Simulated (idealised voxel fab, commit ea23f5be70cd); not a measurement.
Process module in this document: voxel gate over fins
Cross-section cut spans 210 nm and uses square cells 5 nm in size.
When this document writes out a cross-section, it uses a grid of square cells and lists it as bands, beginning at the top and moving down, with a band standing for one or more rows of cells.
First you get the band's top height and its bottom height, in nm, and then the materials it's made of, left to right, with each width in nm. If you see a single material with "all across", that one covers the band edge to edge. "empty" is empty space.
Height datum 0, below which the as-received substrate wafer is one material. Lowest band open at the bottom, running downward: "top 0, no bottom".
Read "30->40" as a graded width: first number on top, second number at the bottom, same change between each pair of neighbouring rows.
Any step labelled "nothing was modified" changed none of the cells in the cross-section.
"Enclosed void listing" contains a list of empty spaces, each no smaller than 8 cells and without an open way to the top, written in the form width x height at distance with the distance from the left edge and all three in nm.
Read whatever lies past the settings on a step's line as the simulator's own remark about the step.
overlay nm: on a step with a mask, how far right of its planned place the mask lay; negative means left.
These are the steps we planned for the process:
| 1 | RECEIVE, material Si |
| 2 | CONFORMAL_DEP, material SiN, thk nm 5 |
| 3 | MASKED_ETCH, tone cover, mask id FINS, width nm 15, pitch nm 45, etch materials SiN, depth nm 5, overlay nm 0 |
| 4 | MASKED_ETCH, tone cover, mask id FINS, width nm 15, pitch nm 45, etch materials Si, depth nm 30, overlay nm 0 |
| 5 | FILL_DEP, material SiO2, thk nm 5 |
| 6 | CMP, height nm 5 |
| 7 | SELECTIVE_ETCH, etch materials SiO2, depth nm 15 |
| 8 | STRIP, etch materials SiN |
| 9 | CONFORMAL_DEP, material HfO2, thk nm 5 |
| 10 | CONFORMAL_DEP, material TiN, thk nm 5 |
| 11 | FILL_DEP, material W, thk nm 10 |
| 12 | CMP, height nm 15 |
| 13 | CONFORMAL_DEP, material SiCN, thk nm 10 |
The first of the two wafers, which ran as planned:
Cross-section of the wafer as it came to us, i.e., already through step 1:
- top 0, no bottom  Si all across
- Enclosed void listing: none
Step 2 done - wafer cross-section:
- top 5, bottom 0  SiN all across
- Unchanged below 0.
Step 3 done - wafer cross-section:
- top 5, bottom 0  empty (30)  SiN (15)  empty (30)  SiN (15)  empty (30)  SiN (15)  empty (30)  SiN (15)  empty (30)
- Unchanged below 0.
Step 4 done - wafer cross-section:
- top 5, bottom 0  empty (30)  SiN (15)  empty (30)  SiN (15)  empty (30)  SiN (15)  empty (30)  SiN (15)  empty (30)
- top 0, bottom -30  empty (30)  Si (15)  empty (30)  Si (15)  empty (30)  Si (15)  empty (30)  Si (15)  empty (30)
- Unchanged below -30.
Step 5 done - wafer cross-section:
- top 10, bottom 5  SiO2 all across
- top 5, bottom 0  SiO2 (30)  SiN (15)  SiO2 (30)  SiN (15)  SiO2 (30)  SiN (15)  SiO2 (30)  SiN (15)  SiO2 (30)
- top 0, bottom -30  SiO2 (30)  Si (15)  SiO2 (30)  Si (15)  SiO2 (30)  Si (15)  SiO2 (30)  Si (15)  SiO2 (30)
- Unchanged below -30.
Step 6 done - wafer cross-section:
- top 5, bottom 0  SiO2 (30)  SiN (15)  SiO2 (30)  SiN (15)  SiO2 (30)  SiN (15)  SiO2 (30)  SiN (15)  SiO2 (30)
- Unchanged below 0.
Step 7 done - wafer cross-section:
- top 5, bottom 0  empty (30)  SiN (15)  empty (30)  SiN (15)  empty (30)  SiN (15)  empty (30)  SiN (15)  empty (30)
- top 0, bottom -10  empty (30)  Si (15)  empty (30)  Si (15)  empty (30)  Si (15)  empty (30)  Si (15)  empty (30)
- Unchanged below -10.
Step 8 done - wafer cross-section:
- top 0, bottom -10  empty (30)  Si (15)  empty (30)  Si (15)  empty (30)  Si (15)  empty (30)  Si (15)  empty (30)
- Unchanged below -10.
Step 9 done - wafer cross-section:
- top 5, bottom 0  empty (25)  HfO2 (25)  empty (20)  HfO2 (25)  empty (20)  HfO2 (25)  empty (20)  HfO2 (25)  empty (25)
- top 0, bottom -5  empty (25)  HfO2 (5)  Si (15)  HfO2 (5)  empty (20)  HfO2 (5)  Si (15)  HfO2 (5)  empty (20)  HfO2 (5)  Si (15)  HfO2 (5)  empty (20)  HfO2 (5)  Si (15)  HfO2 (5)  empty (25)
- top -5, bottom -10  HfO2 (30)  Si (15)  HfO2 (30)  Si (15)  HfO2 (30)  Si (15)  HfO2 (30)  Si (15)  HfO2 (30)
- Unchanged below -10.
Step 10 done - wafer cross-section:
- top 10, bottom 5  empty (20)  TiN (35)  empty (10)  TiN (35)  empty (10)  TiN (35)  empty (10)  TiN (35)  empty (20)
- top 5, bottom 0  empty (20)  TiN (5)  HfO2 (25)  TiN (5)  empty (10)  TiN (5)  HfO2 (25)  TiN (5)  empty (10)  TiN (5)  HfO2 (25)  TiN (5)  empty (10)  TiN (5)  HfO2 (25)  TiN (5)  empty (20)
- top 0, bottom -5  TiN (25)  HfO2 (5)  Si (15)  HfO2 (5)  TiN (20)  HfO2 (5)  Si (15)  HfO2 (5)  TiN (20)  HfO2 (5)  Si (15)  HfO2 (5)  TiN (20)  HfO2 (5)  Si (15)  HfO2 (5)  TiN (25)
- Unchanged below -5.
Step 11 done - wafer cross-section:
- top 20, bottom 10  W all across
- top 10, bottom 5  W (20)  TiN (35)  W (10)  TiN (35)  W (10)  TiN (35)  W (10)  TiN (35)  W (20)
- top 5, bottom 0  W (20)  TiN (5)  HfO2 (25)  TiN (5)  W (10)  TiN (5)  HfO2 (25)  TiN (5)  W (10)  TiN (5)  HfO2 (25)  TiN (5)  W (10)  TiN (5)  HfO2 (25)  TiN (5)  W (20)
- Unchanged below 0.
Step 12 done - wafer cross-section:
- top 15, bottom 10  W all across
- Unchanged below 10.
Step 13 done - wafer cross-section:
- top 25, bottom 15  SiCN all across
- Unchanged below 15.
Second wafer: same start and same plan as the first, one execution error; identical to the first through step 6:
Second wafer at the planned finish of step 7, seen in cross-section:
- top 5, bottom 0  empty (30)  SiN (15)  empty (30)  SiN (15)  empty (30)  SiN (15)  empty (30)  SiN (15)  empty (30)
- top 0, bottom -25  empty (30)  Si (15)  empty (30)  Si (15)  empty (30)  Si (15)  empty (30)  Si (15)  empty (30)
- Unchanged below -25.
Second wafer at the planned finish of step 8, seen in cross-section:
- top 0, bottom -25  empty (30)  Si (15)  empty (30)  Si (15)  empty (30)  Si (15)  empty (30)  Si (15)  empty (30)
- Unchanged below -25.
Second wafer at the planned finish of step 9, seen in cross-section:
- top 5, bottom 0  empty (25)  HfO2 (25)  empty (20)  HfO2 (25)  empty (20)  HfO2 (25)  empty (20)  HfO2 (25)  empty (25)
- top 0, bottom -20  empty (25)  HfO2 (5)  Si (15)  HfO2 (5)  empty (20)  HfO2 (5)  Si (15)  HfO2 (5)  empty (20)  HfO2 (5)  Si (15)  HfO2 (5)  empty (20)  HfO2 (5)  Si (15)  HfO2 (5)  empty (25)
- top -20, bottom -25  HfO2 (30)  Si (15)  HfO2 (30)  Si (15)  HfO2 (30)  Si (15)  HfO2 (30)  Si (15)  HfO2 (30)
- Unchanged below -25.
Second wafer at the planned finish of step 10, seen in cross-section:
- top 10, bottom 5  empty (20)  TiN (35)  empty (10)  TiN (35)  empty (10)  TiN (35)  empty (10)  TiN (35)  empty (20)
- top 5, bottom 0  empty (20)  TiN (5)  HfO2 (25)  TiN (5)  empty (10)  TiN (5)  HfO2 (25)  TiN (5)  empty (10)  TiN (5)  HfO2 (25)  TiN (5)  empty (10)  TiN (5)  HfO2 (25)  TiN (5)  empty (20)
- top 0, bottom -15  empty (20)  TiN (5)  HfO2 (5)  Si (15)  HfO2 (5)  TiN (5)  empty (10)  TiN (5)  HfO2 (5)  Si (15)  HfO2 (5)  TiN (5)  empty (10)  TiN (5)  HfO2 (5)  Si (15)  HfO2 (5)  TiN (5)  empty (10)  TiN (5)  HfO2 (5)  Si (15)  HfO2 (5)  TiN (5)  empty (20)
- top -15, bottom -20  TiN (25)  HfO2 (5)  Si (15)  HfO2 (5)  TiN (20)  HfO2 (5)  Si (15)  HfO2 (5)  TiN (20)  HfO2 (5)  Si (15)  HfO2 (5)  TiN (20)  HfO2 (5)  Si (15)  HfO2 (5)  TiN (25)
- Unchanged below -20.
Second wafer at the planned finish of step 11, seen in cross-section:
- top 20, bottom 10  W all across
- top 10, bottom 5  W (20)  TiN (35)  W (10)  TiN (35)  W (10)  TiN (35)  W (10)  TiN (35)  W (20)
- top 5, bottom 0  W (20)  TiN (5)  HfO2 (25)  TiN (5)  W (10)  TiN (5)  HfO2 (25)  TiN (5)  W (10)  TiN (5)  HfO2 (25)  TiN (5)  W (10)  TiN (5)  HfO2 (25)  TiN (5)  W (20)
- top 0, bottom -15  W (20)  TiN (5)  HfO2 (5)  Si (15)  HfO2 (5)  TiN (5)  W (10)  TiN (5)  HfO2 (5)  Si (15)  HfO2 (5)  TiN (5)  W (10)  TiN (5)  HfO2 (5)  Si (15)  HfO2 (5)  TiN (5)  W (10)  TiN (5)  HfO2 (5)  Si (15)  HfO2 (5)  TiN (5)  W (20)
- Unchanged below -15.
Second wafer at the planned finish of step 12, seen in cross-section:
- top 15, bottom 10  W all across
- Unchanged below 10.
Second wafer at the planned finish of step 13, seen in cross-section:
- top 25, bottom 15  SiCN all across
- Unchanged below 15.
It is concluded that the wafer was processed incorrectly with respect to the plan, in that step 7, plan: ran twice
Final tally in cells, some materials are higher or lower on the second wafer than on the first: 24 more of HfO2, 90 fewer of SiO2, 24 more of TiN, 42 more of W
